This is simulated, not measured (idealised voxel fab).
Herein follows the process module entitled voxel gate over fins.
It is cross-section cut that appears here, measuring 145 nm in width, its square cells being 5 nm in size.
In what follows, cross-sections appear as grids of square cells, described through bands that run from the top down, where every band is one or more rows of cells. Top height, bottom height, nm. Materials left to right, width each, nm. Single material + "all across" = fills band edge to edge. "empty" = empty. Heights are reckoned from 0. Under this level, the received wafer is all of one material. The bottommost band is open-ended downward, for example "0 nm and below". The two numbers in a width such as "30->40" mark its ends across the band: the first belongs to the top row of cells, the second to the bottom row, and from each row to the next the width moves by the same amount. You'll sometimes find "no modifications" written for a step, and that's the way of saying that nowhere in the cross-section did a cell change during that step. "Fully enclosed voids": sealed empty spaces, 8 cells or more, no open way to top, listed width x height at distance, with distance from the left edge and width, height and distance in nm. On each step's line, the part that comes after the settings is the simulator's own comment on the step. On any step carrying a mask, the "overlay nm" setting, if present on the step's line, tells how far right of its planned place the mask lay; negative values point to the left.
[The process steps that were planned are listed below]
step 1: RECEIVE, material Si
step 2: CONFORMAL_DEP, material SiN, thk nm 10
step 3: MASKED_ETCH, tone cover, mask id FINS, width nm 15, pitch nm 45, etch materials SiN, depth nm 10, overlay nm 0
step 4: MASKED_ETCH, tone cover, mask id FINS, width nm 15, pitch nm 45, etch materials Si, depth nm 35, overlay nm 0
step 5: OXIDIZE, depth nm 5
step 6: FILL_DEP, material SiO2, thk nm 10
step 7: CMP, height nm 10
step 8: SELECTIVE_ETCH, etch materials SiO2, depth nm 25
step 9: STRIP, etch materials SiN
step 10: CONFORMAL_DEP, material HfO2, thk nm 5
step 11: CONFORMAL_DEP, material TiN, thk nm 5
step 12: CONFORMAL_DEP, material TiAl, thk nm 5
step 13: CONFORMAL_DEP, material TiN, thk nm 5
step 14: FILL_DEP, material W, thk nm 10
step 15: CMP, height nm 25
step 16: CONFORMAL_DEP, material SiCN, thk nm 10
[Wafer at receipt (post step 1), cross-section]
- 0 nm and below: Si all across
- Fully enclosed voids: none
[Sectioned view, first of two wafers, at the close of the module, processed as intended in the plan]
- 35 nm to 25 nm: SiCN all across
- 25 nm to 20 nm: W all across
- 20 nm to 15 nm: W 5 nm, TiN 135 nm, W 5 nm
- 15 nm to 10 nm: W 5 nm, TiN 5 nm, TiAl 35 nm, TiN 10 nm, TiAl 35 nm, TiN 10 nm, TiAl 35 nm, TiN 5 nm, W 5 nm
- 10 nm to 5 nm: W 5 nm, TiN 5 nm, TiAl 5 nm, TiN 25 nm, TiAl 5 nm, TiN 10 nm, TiAl 5 nm, TiN 25 nm, TiAl 5 nm, TiN 10 nm, TiAl 5 nm, TiN 25 nm, TiAl 5 nm, TiN 5 nm, W 5 nm
- 5 nm to 0 nm: TiN 10 nm, TiAl 5 nm, TiN 5 nm, HfO2 15 nm, TiN 5 nm, TiAl 5 nm, TiN 10 nm, TiAl 5 nm, TiN 5 nm, HfO2 15 nm, TiN 5 nm, TiAl 5 nm, TiN 10 nm, TiAl 5 nm, TiN 5 nm, HfO2 15 nm, TiN 5 nm, TiAl 5 nm, TiN 10 nm
- 0 nm to -5 nm: TiAl 15 nm, TiN 5 nm, HfO2 5 nm, Si 5 nm, HfO2 5 nm, TiN 5 nm, TiAl 20 nm, TiN 5 nm, HfO2 5 nm, Si 5 nm, HfO2 5 nm, TiN 5 nm, TiAl 20 nm, TiN 5 nm, HfO2 5 nm, Si 5 nm, HfO2 5 nm, TiN 5 nm, TiAl 15 nm
- -5 nm to -10 nm: TiN 20 nm, HfO2 5 nm, Si 5 nm, HfO2 5 nm, TiN 30 nm, HfO2 5 nm, Si 5 nm, HfO2 5 nm, TiN 30 nm, HfO2 5 nm, Si 5 nm, HfO2 5 nm, TiN 20 nm
- -10 nm to -15 nm: HfO2 25 nm, Si 5 nm, HfO2 40 nm, Si 5 nm, HfO2 40 nm, Si 5 nm, HfO2 25 nm
- -15 nm to -40 nm: SiO2 25 nm, Si 5 nm, SiO2 40 nm, Si 5 nm, SiO2 40 nm, Si 5 nm, SiO2 25 nm
- -40 nm and below: Si all across
- Fully enclosed voids: none
[Second of two wafers, module complete, sectioned: it shares the first wafer's start and plan but was run with one mistake]
- 35 nm to 25 nm: SiCN all across
- 25 nm to 20 nm: W all across
- 20 nm to 15 nm: W 5 nm, TiN 135 nm, W 5 nm
- 15 nm to 10 nm: W 5 nm, TiN 5 nm, TiAl 35 nm, TiN 10 nm, TiAl 35 nm, TiN 10 nm, TiAl 35 nm, TiN 5 nm, W 5 nm
- 10 nm to 5 nm: W 5 nm, TiN 5 nm, TiAl 5 nm, TiN 25 nm, TiAl 5 nm, TiN 10 nm, TiAl 5 nm, TiN 25 nm, TiAl 5 nm, TiN 10 nm, TiAl 5 nm, TiN 25 nm, TiAl 5 nm, TiN 5 nm, W 5 nm
- 5 nm to 0 nm: W 5 nm, TiN 5 nm, TiAl 5 nm, TiN 5 nm, HfO2 15 nm, TiN 5 nm, TiAl 5 nm, TiN 10 nm, TiAl 5 nm, TiN 5 nm, HfO2 15 nm, TiN 5 nm, TiAl 5 nm, TiN 10 nm, TiAl 5 nm, TiN 5 nm, HfO2 15 nm, TiN 5 nm, TiAl 5 nm, TiN 5 nm, W 5 nm
- 0 nm to -20 nm: W 5 nm, TiN 5 nm, TiAl 5 nm, TiN 5 nm, HfO2 5 nm, Si 5 nm, HfO2 5 nm, TiN 5 nm, TiAl 5 nm, TiN 10 nm, TiAl 5 nm, TiN 5 nm, HfO2 5 nm, Si 5 nm, HfO2 5 nm, TiN 5 nm, TiAl 5 nm, TiN 10 nm, TiAl 5 nm, TiN 5 nm, HfO2 5 nm, Si 5 nm, HfO2 5 nm, TiN 5 nm, TiAl 5 nm, TiN 5 nm, W 5 nm
- -20 nm to -25 nm: TiN 10 nm, TiAl 5 nm, TiN 5 nm, HfO2 5 nm, Si 5 nm, HfO2 5 nm, TiN 5 nm, TiAl 5 nm, TiN 10 nm, TiAl 5 nm, TiN 5 nm, HfO2 5 nm, Si 5 nm, HfO2 5 nm, TiN 5 nm, TiAl 5 nm, TiN 10 nm, TiAl 5 nm, TiN 5 nm, HfO2 5 nm, Si 5 nm, HfO2 5 nm, TiN 5 nm, TiAl 5 nm, TiN 10 nm
- -25 nm to -30 nm: TiAl 15 nm, TiN 5 nm, HfO2 5 nm, Si 5 nm, HfO2 5 nm, TiN 5 nm, TiAl 20 nm, TiN 5 nm, HfO2 5 nm, Si 5 nm, HfO2 5 nm, TiN 5 nm, TiAl 20 nm, TiN 5 nm, HfO2 5 nm, Si 5 nm, HfO2 5 nm, TiN 5 nm, TiAl 15 nm
- -30 nm to -35 nm: TiN 20 nm, HfO2 5 nm, Si 5 nm, HfO2 5 nm, TiN 30 nm, HfO2 5 nm, Si 5 nm, HfO2 5 nm, TiN 30 nm, HfO2 5 nm, Si 5 nm, HfO2 5 nm, TiN 20 nm
- -35 nm to -40 nm: HfO2 25 nm, Si 5 nm, HfO2 40 nm, Si 5 nm, HfO2 40 nm, Si 5 nm, HfO2 25 nm
- -40 nm and below: Si all across
- Fully enclosed voids: none
what went wrong: plan step 8 ran twice
Final cells, second wafer relative to first, materials higher or lower: HfO2 +30 | SiO2 -130 | TiAl +30 | TiN +60 | W +10
